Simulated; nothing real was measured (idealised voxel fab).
Presented below is a process module, voxel capacitor over wiring.
This is section cut - it's 300 nm across, gridded in 5 nm square cells.
Think of the cross-section as a grid of square cells. We describe it in bands, top to bottom, and each band covers one or more rows of those cells.
For a band, the entry starts with two heights in nm, that of the top and then that of the bottom, and carries on with the band's materials in order from left to right, each alongside its width in nm; the word "full width" beside a single material means it fills the band edge to edge, and "empty" means empty space.
Zero point of the height axis is 0; under it, received wafer = one material. Lowest band: continues down indefinitely, "0 -> down".
Graded width ("30..40"): value in top row of band = first number; value in bottom row = second number; row-to-row change constant.
Where a step carries "stayed the same", the cross-section came out of it unchanged, cell for cell.
"Enclosed void entries" - sealed voids, min. 8 cells, no opening to top; format: width x height at distance (distance from left edge; nm throughout).
Whatever follows a step's settings on its line is a remark the simulator itself makes about that step.
When a step includes a mask, the "overlay nm" setting on its line states how far to the right of its planned place that mask lay, and negative values state how far to the left.

[Process steps (planned)]
| 1 | RECEIVE [material Si] |
| 2 | CONFORMAL_DEP [material SiO2] [thk nm 15] |
| 3 | DIRECTIONAL_DEP [material TiN] [thk nm 5] |
| 4 | DIRECTIONAL_DEP [material Ru] [thk nm 20] |
| 5 | PATTERN [tone cover] [mask id METAL_1] [material resist] [width nm 20] [pitch nm 75] [thk nm 20] [overlay nm 0] |
| 6 | DIRECTIONAL_ETCH [etch materials Ru] [depth nm 20] |
| 7 | DIRECTIONAL_ETCH [etch materials TiN] [depth nm 5] |
| 8 | STRIP [etch materials resist] |
| 9 | FILL_DEP [material SiO2] [thk nm 5] |
| 10 | CMP [height nm 40] |
| 11 | CONFORMAL_DEP [material SiCN] [thk nm 5] |
| 12 | DIRECTIONAL_DEP [material lowk] [thk nm 20] |
| 13 | MASKED_ETCH [tone open] [mask id PLUG_1] [width nm 15] [etch materials lowk] [depth nm 20] [overlay nm 0] |
| 14 | MASKED_ETCH [tone open] [mask id PLUG_1] [width nm 15] [etch materials SiCN] [depth nm 5] [overlay nm 0] |
| 15 | EPI [material Ru] [thk nm 10] |
| 16 | EPI [material Ru] [thk nm 10] |
| 17 | EPI [material Ru] [thk nm 5] |
| 18 | DIRECTIONAL_DEP [material TiN] [thk nm 5] |
| 19 | DIRECTIONAL_DEP [material SiN] [thk nm 5] |
| 20 | DIRECTIONAL_DEP [material TiN] [thk nm 10] |
| 21 | PATTERN [tone cover] [mask id UPPER_PLATE] [material resist] [width nm 60] [thk nm 20] [overlay nm 0] |
| 22 | DIRECTIONAL_ETCH [etch materials TiN] [depth nm 10] |
| 23 | DIRECTIONAL_ETCH [etch materials SiN] [depth nm 5] |
| 24 | STRIP [etch materials resist] |
| 25 | MASKED_ETCH [tone cover] [mask id LOWER_PLATE] [width nm 70] [etch materials TiN] [depth nm 5] [overlay nm 0] |
| 26 | FILL_DEP [material SiO2] [thk nm 15] |
| 27 | CMP [height nm 95] |
| 28 | PATTERN [tone open] [mask id PLUG_2] [material resist] [width nm 15] [thk nm 15] [overlay nm 0] |
| 29 | DIRECTIONAL_ETCH [etch materials SiO2] [depth nm 10] |
| 30 | STRIP [etch materials resist] |
| 31 | CONFORMAL_DEP [material TiN] [thk nm 5] |
| 32 | FILL_DEP [material W] [thk nm 10] |
| 33 | CMP [height nm 95] |
| 34 | CONFORMAL_DEP [material SiCN] [thk nm 5] |

[First of two wafers: run as planned]

[Cross-section of the wafer upon arrival, representing the state reached after step 1]
- 0 -> down  Si full width
- Enclosed void entries: none

[after step 2]
- 15 -> 0  SiO2 full width
- All layers under 0 are left as they were.

[after step 3]
- 20 -> 15  TiN full width
- All layers under 15 are left as they were.

[after step 4]
- 40 -> 20  Ru full width
- All layers under 20 are left as they were.

[after step 5]
- 60 -> 40  empty 100 | resist 20 | empty 55 | resist 20 | empty 105
- All layers under 40 are left as they were.

[after step 6]
- 60 -> 40  empty 100 | resist 20 | empty 55 | resist 20 | empty 105
- 40 -> 20  empty 100 | Ru 20 | empty 55 | Ru 20 | empty 105
- All layers under 20 are left as they were.

[after step 7]
- 60 -> 40  empty 100 | resist 20 | empty 55 | resist 20 | empty 105
- 40 -> 20  empty 100 | Ru 20 | empty 55 | Ru 20 | empty 105
- 20 -> 15  empty 100 | TiN 20 | empty 55 | TiN 20 | empty 105
- All layers under 15 are left as they were.

[after step 8]
- 40 -> 20  empty 100 | Ru 20 | empty 55 | Ru 20 | empty 105
- All layers under 20 are left as they were.

[after step 9]
- 45 -> 40  SiO2 full width
- 40 -> 20  SiO2 100 | Ru 20 | SiO2 55 | Ru 20 | SiO2 105
- 20 -> 15  SiO2 100 | TiN 20 | SiO2 55 | TiN 20 | SiO2 105
- All layers under 15 are left as they were.

[after step 10]
- 40 -> 20  SiO2 100 | Ru 20 | SiO2 55 | Ru 20 | SiO2 105
- All layers under 20 are left as they were.

[after step 11]
- 45 -> 40  SiCN full width
- All layers under 40 are left as they were.

[after step 12]
- 65 -> 45  lowk full width
- All layers under 45 are left as they were.

[after step 13]
- 65 -> 45  lowk 105 | empty 15 | lowk 180
- All layers under 45 are left as they were.

[after step 14]
- 65 -> 45  lowk 105 | empty 15 | lowk 180
- 45 -> 40  SiCN 105 | empty 15 | SiCN 180
- All layers under 40 are left as they were.

[after step 15]
- 65 -> 50  lowk 105 | empty 15 | lowk 180
- 50 -> 45  lowk 105 | Ru 15 | lowk 180
- 45 -> 40  SiCN 105 | Ru 15 | SiCN 180
- All layers under 40 are left as they were.

[after step 16]
- 65 -> 60  lowk 105 | empty 15 | lowk 180
- 60 -> 45  lowk 105 | Ru 15 | lowk 180
- All layers under 45 are left as they were.

[after step 17]
- 65 -> 45  lowk 105 | Ru 15 | lowk 180
- All layers under 45 are left as they were.

[after step 18]
- 70 -> 65  TiN full width
- All layers under 65 are left as they were.

[after step 19]
- 75 -> 70  SiN full width
- All layers under 70 are left as they were.

[after step 20]
- 85 -> 75  TiN full width
- All layers under 75 are left as they were.

[after step 21]
- 105 -> 85  empty 105 | resist 60 | empty 135
- All layers under 85 are left as they were.

[after step 22]
- 105 -> 85  empty 105 | resist 60 | empty 135
- 85 -> 75  empty 105 | TiN 60 | empty 135
- All layers under 75 are left as they were.

[after step 23]
- 105 -> 85  empty 105 | resist 60 | empty 135
- 85 -> 75  empty 105 | TiN 60 | empty 135
- 75 -> 70  empty 105 | SiN 60 | empty 135
- All layers under 70 are left as they were.

[after step 24]
- 85 -> 75  empty 105 | TiN 60 | empty 135
- All layers under 75 are left as they were.

[after step 25]
- 85 -> 75  empty 105 | TiN 60 | empty 135
- 75 -> 70  empty 105 | SiN 60 | empty 135
- 70 -> 65  empty 100 | TiN 70 | empty 130
- All layers under 65 are left as they were.

[after step 26]
- 100 -> 85  SiO2 full width
- 85 -> 75  SiO2 105 | TiN 60 | SiO2 135
- 75 -> 70  SiO2 105 | SiN 60 | SiO2 135
- 70 -> 65  SiO2 100 | TiN 70 | SiO2 130
- All layers under 65 are left as they were.

[after step 27]
- 95 -> 85  SiO2 full width
- All layers under 85 are left as they were.

[after step 28]
- 110 -> 95  resist 115 | empty 15 | resist 170
- All layers under 95 are left as they were.

[after step 29]
- 110 -> 95  resist 115 | empty 15 | resist 170
- 95 -> 85  SiO2 115 | empty 15 | SiO2 170
- All layers under 85 are left as they were.

[after step 30]
- 95 -> 85  SiO2 115 | empty 15 | SiO2 170
- All layers under 85 are left as they were.

[after step 31]
- 100 -> 95  TiN 120 | empty 5 | TiN 175
- 95 -> 90  SiO2 115 | TiN 5 | empty 5 | TiN 5 | SiO2 170
- 90 -> 85  SiO2 115 | TiN 15 | SiO2 170
- All layers under 85 are left as they were.

[after step 32]
- 110 -> 100  W full width
- 100 -> 95  TiN 120 | W 5 | TiN 175
- 95 -> 90  SiO2 115 | TiN 5 | W 5 | TiN 5 | SiO2 170
- All layers under 90 are left as they were.

[after step 33]
- 95 -> 90  SiO2 115 | TiN 5 | W 5 | TiN 5 | SiO2 170
- All layers under 90 are left as they were.

[after step 34]
- 100 -> 95  SiCN full width
- All layers under 95 are left as they were.

[It is to be noted that the second wafer proceeded from the same initial state and according to the same plan as the first, although one mistake was committed in its execution; through step 17, inclusive, the two wafers share an identical history]

[Cross-sectional view of the second wafer at the intended end time of process step 18]
- 70 -> 65  SiN full width
- All layers under 65 are left as they were.

[Cross-sectional view of the second wafer at the intended end time of process step 19]
- 75 -> 70  TiN full width
- All layers under 70 are left as they were.

[Cross-sectional view of the second wafer at the intended end time of process step 20]
- 85 -> 70  TiN full width
- All layers under 70 are left as they were.

[Cross-sectional view of the second wafer at the intended end time of process step 21]
- 105 -> 85  empty 105 | resist 60 | empty 135
- All layers under 85 are left as they were.

[Cross-sectional view of the second wafer at the intended end time of process step 22]
- 105 -> 85  empty 105 | resist 60 | empty 135
- 85 -> 75  empty 105 | TiN 60 | empty 135
- All layers under 75 are left as they were.

Cross-sectional view of the second wafer at the intended end time of process step 23: stayed the same

[Cross-sectional view of the second wafer at the intended end time of process step 24]
- 85 -> 75  empty 105 | TiN 60 | empty 135
- All layers under 75 are left as they were.

[Cross-sectional view of the second wafer at the intended end time of process step 25]
- 85 -> 75  empty 105 | TiN 60 | empty 135
- 75 -> 70  empty 100 | TiN 70 | empty 130
- All layers under 70 are left as they were.

[Cross-sectional view of the second wafer at the intended end time of process step 26]
- 100 -> 85  SiO2 full width
- 85 -> 75  SiO2 105 | TiN 60 | SiO2 135
- 75 -> 70  SiO2 100 | TiN 70 | SiO2 130
- All layers under 70 are left as they were.

[Cross-sectional view of the second wafer at the intended end time of process step 27]
- 95 -> 85  SiO2 full width
- All layers under 85 are left as they were.

[Cross-sectional view of the second wafer at the intended end time of process step 28]
- 110 -> 95  resist 115 | empty 15 | resist 170
- All layers under 95 are left as they were.

[Cross-sectional view of the second wafer at the intended end time of process step 29]
- 110 -> 95  resist 115 | empty 15 | resist 170
- 95 -> 85  SiO2 115 | empty 15 | SiO2 170
- All layers under 85 are left as they were.

[Cross-sectional view of the second wafer at the intended end time of process step 30]
- 95 -> 85  SiO2 115 | empty 15 | SiO2 170
- All layers under 85 are left as they were.

[Cross-sectional view of the second wafer at the intended end time of process step 31]
- 100 -> 95  TiN 120 | empty 5 | TiN 175
- 95 -> 90  SiO2 115 | TiN 5 | empty 5 | TiN 5 | SiO2 170
- 90 -> 85  SiO2 115 | TiN 15 | SiO2 170
- All layers under 85 are left as they were.

[Cross-sectional view of the second wafer at the intended end time of process step 32]
- 110 -> 100  W full width
- 100 -> 95  TiN 120 | W 5 | TiN 175
- 95 -> 90  SiO2 115 | TiN 5 | W 5 | TiN 5 | SiO2 170
- All layers under 90 are left as they were.

[Cross-sectional view of the second wafer at the intended end time of process step 33]
- 95 -> 90  SiO2 115 | TiN 5 | W 5 | TiN 5 | SiO2 170
- All layers under 90 are left as they were.

[Cross-sectional view of the second wafer at the intended end time of process step 34]
- 100 -> 95  SiCN full width
- All layers under 95 are left as they were.
what went wrong: deviation from plan: step 19 and step 18 executed in one another's positions
Final tally in cells, some materials are higher or lower on the second wafer than on the first: 48 more of SiN; 48 fewer of SiO2
